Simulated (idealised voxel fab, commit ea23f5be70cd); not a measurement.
A process module follows: voxel air gaps.
Each square cell in cross-section cut measures 5 nm, and the section as a whole is 260 nm wide.
The cross-sections in this document take the form of a grid made of square cells. They are written out as bands, in order from top to bottom. Each band consists of one or more rows of cells.
Heads up on the band format: heights come first, top then bottom, in nm. After that it's the materials left to right, each with its width in nm. A single material flagged "everywhere" fills the whole band edge to edge, and "air" means there's empty space there.
Basically, 0 is our baseline, since under it the wafer straight out of the box is all one material. The bottom band has no lower end and keeps on going down, so it looks like "from 0 down".
The expression "30->40" gives the width at the extremes of the band, the first number at its top row of cells and the second at its bottom row, with the width changing by equal amounts from each row to the next in between.
Where a step carries "nothing got changed", the cross-section came out of it unchanged, cell for cell.
Entry "Enclosed internal cavities" = empty spaces >= 8 cells with no open way to the top; each as width x height at distance, distance from left edge, all nm.
It should be noted that, on the line of a given step, the content following the step's settings is a remark produced by the simulator itself with respect to that step.
When a step includes a mask, the "overlay nm" setting on its line states how far to the right of its planned place that mask lay, and negative values state how far to the left.

Set out below are the planned steps of the process:
1. RECEIVE, material Si
2. CONFORMAL_DEP, material SiO2, thk nm 15
3. CONFORMAL_DEP, material SiCN, thk nm 5
4. DIRECTIONAL_DEP, material SiO2, thk nm 40
5. PATTERN, tone open, mask id LINES, material resist, width nm 20, pitch nm 45, thk nm 20, overlay nm 0
6. DIRECTIONAL_ETCH, etch materials SiO2, depth nm 40
7. STRIP, etch materials resist
8. CONFORMAL_DEP, material TiN, thk nm 5
9. FILL_DEP, material Ru, thk nm 5
10. CMP, height nm 60
11. EPI, material Ru, thk nm 10
12. SELECTIVE_ETCH, etch materials SiO2, depth nm 50
13. CONFORMAL_DEP, material SiCN, thk nm 5

As received (post step 1): cross-section:
    from 0 down = Si everywhere
    Enclosed internal cavities: none

First of two wafers at the end of the module, shown in cross-section; run carried out as planned:
    from 75 to 70 = 35 of air  185 of SiCN  40 of air
    from 70 to 60 = 35 of air  5 of SiCN  40 of Ru  5 of SiCN  40 of Ru  5 of SiCN  40 of Ru  5 of SiCN  40 of Ru  5 of SiCN  40 of air
    from 60 to 55 = 35 of air  15 of SiCN  5 of TiN  10 of Ru  5 of TiN  25 of SiCN  5 of TiN  10 of Ru  5 of TiN  25 of SiCN  5 of TiN  10 of Ru  5 of TiN  25 of SiCN  5 of TiN  10 of Ru  5 of TiN  15 of SiCN  40 of air
    from 55 to 25 = 45 of air  5 of SiCN  5 of TiN  10 of Ru  5 of TiN  5 of SiCN  15 of air  5 of SiCN  5 of TiN  10 of Ru  5 of TiN  5 of SiCN  15 of air  5 of SiCN  5 of TiN  10 of Ru  5 of TiN  5 of SiCN  15 of air  5 of SiCN  5 of TiN  10 of Ru  5 of TiN  5 of SiCN  50 of air
    from 25 to 20 = 50 of SiCN  20 of TiN  25 of SiCN  20 of TiN  25 of SiCN  20 of TiN  25 of SiCN  20 of TiN  55 of SiCN
    from 20 to 15 = SiCN everywhere
    from 15 to 0 = SiO2 everywhere
    from 0 down = Si everywhere
    Enclosed internal cavities: 15 x 30 at 75; 15 x 30 at 120; 15 x 30 at 165

Second of two wafers, module complete, sectioned: it shares the first wafer's start and plan but was run with one mistake:
    from 70 to 60 = 40 of air  40 of Ru  5 of air  40 of Ru  5 of air  40 of Ru  5 of air  40 of Ru  45 of air
    from 60 to 25 = 50 of air  5 of TiN  10 of Ru  5 of TiN  25 of air  5 of TiN  10 of Ru  5 of TiN  25 of air  5 of TiN  10 of Ru  5 of TiN  25 of air  5 of TiN  10 of Ru  5 of TiN  55 of air
    from 25 to 20 = 50 of air  20 of TiN  25 of air  20 of TiN  25 of air  20 of TiN  25 of air  20 of TiN  55 of air
    from 20 to 15 = SiCN everywhere
    from 15 to 0 = SiO2 everywhere
    from 0 down = Si everywhere
    Enclosed internal cavities: none
Heads up, the wafer didn't run the way we planned it: step 13 of the plan was bypassed and not carried out
Final difference in cells, second wafer against first, listed per material as more or fewer: SiCN: 152 fewer
closed voids at the end (first wafer, second wafer): 3, 0
